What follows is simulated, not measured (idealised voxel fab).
Process module under the name voxel wiring stack
The cross-section on display is named cut; it measures 260 nm wide, and its cells are 5 nm squares.
Heads up, the way a cross-section reads in here is a grid of square cells, handed over as bands from the top down, with every band being one or more rows of cells.
Within each band entry, the heights of the top and of the bottom of the band appear first, in that order and in nm; the materials of the band then follow from left to right, each with its corresponding width in nm. The designation "edge to edge" on a single material indicates that it fills the band from edge to edge; the designation "empty" indicates empty space.
Height is counted from the level 0, under which the received wafer is composed throughout of one material. The lowest of the bands is not closed at the bottom but continues downward, in the notation "0 -> down".
Per-row width for "30 to 40": begins at first number (top row of band), ends at second number (bottom row), increment between rows held constant.
Given "nothing altered" for a step, no cell of the cross-section differs between before and after that step.
Sealed internal cavities: empty space of 8 cells or more with no open way to the top, each as width x height at its distance from the left edge, in nm
Formally, on a step line, whatever follows the settings is a remark that the simulator itself makes on the step.
The optional step-line setting "overlay nm" applies to steps with a mask and quantifies how far to the right of its planned location the mask lay, a negative value indicating leftward placement.

LISTED BELOW ARE THE PROCESS STEPS AS PLANNED
| 1 | RECEIVE, material Si |
| 2 | CONFORMAL_DEP, material SiO2, thk nm 15 |
| 3 | DIRECTIONAL_DEP, material TiN, thk nm 5 |
| 4 | DIRECTIONAL_DEP, material Ru, thk nm 25 |
| 5 | PATTERN, tone cover, mask id METAL_1, material resist, width nm 20, pitch nm 50, thk nm 20, overlay nm 0 |
| 6 | DIRECTIONAL_ETCH, etch materials Ru, depth nm 25 |
| 7 | DIRECTIONAL_ETCH, etch materials TiN, depth nm 5 |
| 8 | STRIP, etch materials resist |
| 9 | FILL_DEP, material lowk, thk nm 10 |
| 10 | CMP, height nm 45 |
| 11 | CONFORMAL_DEP, material SiCN, thk nm 5 |
| 12 | DIRECTIONAL_DEP, material lowk, thk nm 25 |
| 13 | DIRECTIONAL_DEP, material aC, thk nm 15 |
| 14 | PATTERN, tone open, mask id METAL_2_HOLES, material resist, width nm 15, thk nm 35, overlay nm 0 |
| 15 | DIRECTIONAL_ETCH, etch materials aC, depth nm 15 |
| 16 | STRIP, etch materials resist |
| 17 | DIRECTIONAL_ETCH, etch materials lowk, depth nm 25 |
| 18 | STRIP, etch materials aC |
| 19 | PATTERN, tone open, mask id METAL_2, material resist, width nm 20, pitch nm 50, thk nm 15, overlay nm 0 |
| 20 | DIRECTIONAL_ETCH, etch materials lowk, depth nm 15 |
| 21 | DIRECTIONAL_ETCH, etch materials SiCN, depth nm 5 |
| 22 | STRIP, etch materials resist |
| 23 | CONFORMAL_DEP, material TiN, thk nm 5 |
| 24 | FILL_DEP, material Cu, thk nm 5 |
| 25 | CMP, height nm 75 |
| 26 | CONFORMAL_DEP, material SiCN, thk nm 5 |
| 27 | DIRECTIONAL_DEP, material SiO2, thk nm 30 |
| 28 | DIRECTIONAL_DEP, material aC, thk nm 15 |
| 29 | PATTERN, tone open, mask id METAL_3_HOLES, material resist, width nm 15, thk nm 35, overlay nm 0 |
| 30 | DIRECTIONAL_ETCH, etch materials aC, depth nm 15 |
| 31 | STRIP, etch materials resist |
| 32 | DIRECTIONAL_ETCH, etch materials SiO2, depth nm 30 |
| 33 | STRIP, etch materials aC |
| 34 | DIRECTIONAL_DEP, material aC, thk nm 10 |
| 35 | PATTERN, tone open, mask id METAL_3, material resist, width nm 20, pitch nm 50, thk nm 30, overlay nm 0 |
| 36 | DIRECTIONAL_ETCH, etch materials aC, depth nm 10 |
| 37 | STRIP, etch materials resist |
| 38 | DIRECTIONAL_ETCH, etch materials SiO2, depth nm 15 |
| 39 | DIRECTIONAL_ETCH, etch materials SiCN, depth nm 5 |
| 40 | STRIP, etch materials aC |
| 41 | CONFORMAL_DEP, material TiN, thk nm 5 |
| 42 | FILL_DEP, material Cu, thk nm 10 |
| 43 | CMP, height nm 110 |
| 44 | CONFORMAL_DEP, material SiCN, thk nm 5 |
| 45 | DIRECTIONAL_DEP, material lowk, thk nm 15 |
| 46 | MASKED_ETCH, tone open, mask id PLUG_3, width nm 15, etch materials lowk, depth nm 15, overlay nm 0 |
| 47 | MASKED_ETCH, tone open, mask id PLUG_3, width nm 15, etch materials SiCN, depth nm 5, overlay nm 0 |
| 48 | EPI, material Ru, thk nm 10 |
| 49 | EPI, material Ru, thk nm 10 |
| 50 | DIRECTIONAL_DEP, material TiN, thk nm 5 |
| 51 | DIRECTIONAL_DEP, material Ru, thk nm 15 |
| 52 | DIRECTIONAL_DEP, material aC, thk nm 15 |
| 53 | PATTERN, tone cover, mask id METAL_4, material resist, width nm 20, pitch nm 50, thk nm 35, overlay nm 0 |
| 54 | DIRECTIONAL_ETCH, etch materials aC, depth nm 15 |
| 55 | STRIP, etch materials resist |
| 56 | DIRECTIONAL_ETCH, etch materials Ru, depth nm 15 |
| 57 | DIRECTIONAL_ETCH, etch materials TiN, depth nm 5 |
| 58 | STRIP, etch materials aC |
| 59 | FILL_DEP, material lowk, thk nm 5 |
| 60 | CMP, height nm 150 |
| 61 | CONFORMAL_DEP, material SiN, thk nm 5 |

WAFER AT RECEIPT (POST STEP 1), CROSS-SECTION
	0 -> down  Si edge to edge
	Sealed internal cavities: none

FINAL WAFER PROFILE IN CROSS-SECTION AFTER THE MODULE, FROM THE SAME START AND PLAN AS ABOVE, WITH ONE MISTAKE MADE DURING PROCESSING
	155 -> 150  SiN edge to edge
	150 -> 135  lowk (95) / Ru (20) / lowk (30) / Ru (20) / lowk (95)
	135 -> 130  lowk (95) / TiN (20) / lowk (30) / TiN (20) / lowk (95)
	130 -> 115  lowk (95) / Ru (15) / lowk (150)
	115 -> 110  SiCN (95) / Ru (15) / SiCN (150)
	110 -> 100  SiO2 (95) / TiN (5) / Cu (10) / TiN (5) / SiO2 (30) / TiN (5) / Cu (10) / TiN (5) / SiO2 (95)
	100 -> 95  SiO2 (95) / TiN (5) / Cu (5) / TiN (10) / SiO2 (30) / TiN (20) / SiO2 (95)
	95 -> 80  SiO2 (95) / TiN (5) / Cu (5) / TiN (5) / SiO2 (150)
	80 -> 75  SiCN (95) / TiN (15) / SiCN (150)
	75 -> 60  lowk (95) / TiN (5) / Cu (10) / TiN (5) / lowk (30) / TiN (5) / Cu (10) / TiN (5) / lowk (95)
	60 -> 55  lowk (95) / TiN (5) / Cu (5) / TiN (10) / lowk (30) / TiN (20) / lowk (95)
	55 -> 50  lowk (95) / TiN (5) / Cu (5) / TiN (5) / lowk (150)
	50 -> 45  SiCN (95) / TiN (15) / SiCN (150)
	45 -> 20  lowk (95) / Ru (20) / lowk (30) / Ru (20) / lowk (95)
	20 -> 15  lowk (95) / TiN (20) / lowk (30) / TiN (20) / lowk (95)
	15 -> 0  SiO2 edge to edge
	0 -> down  Si edge to edge
	Sealed internal cavities: none
Run error: step 20 ran differently from the plan; actual operation with settings: DIRECTIONAL_ETCH, etch materials lowk, depth nm 20
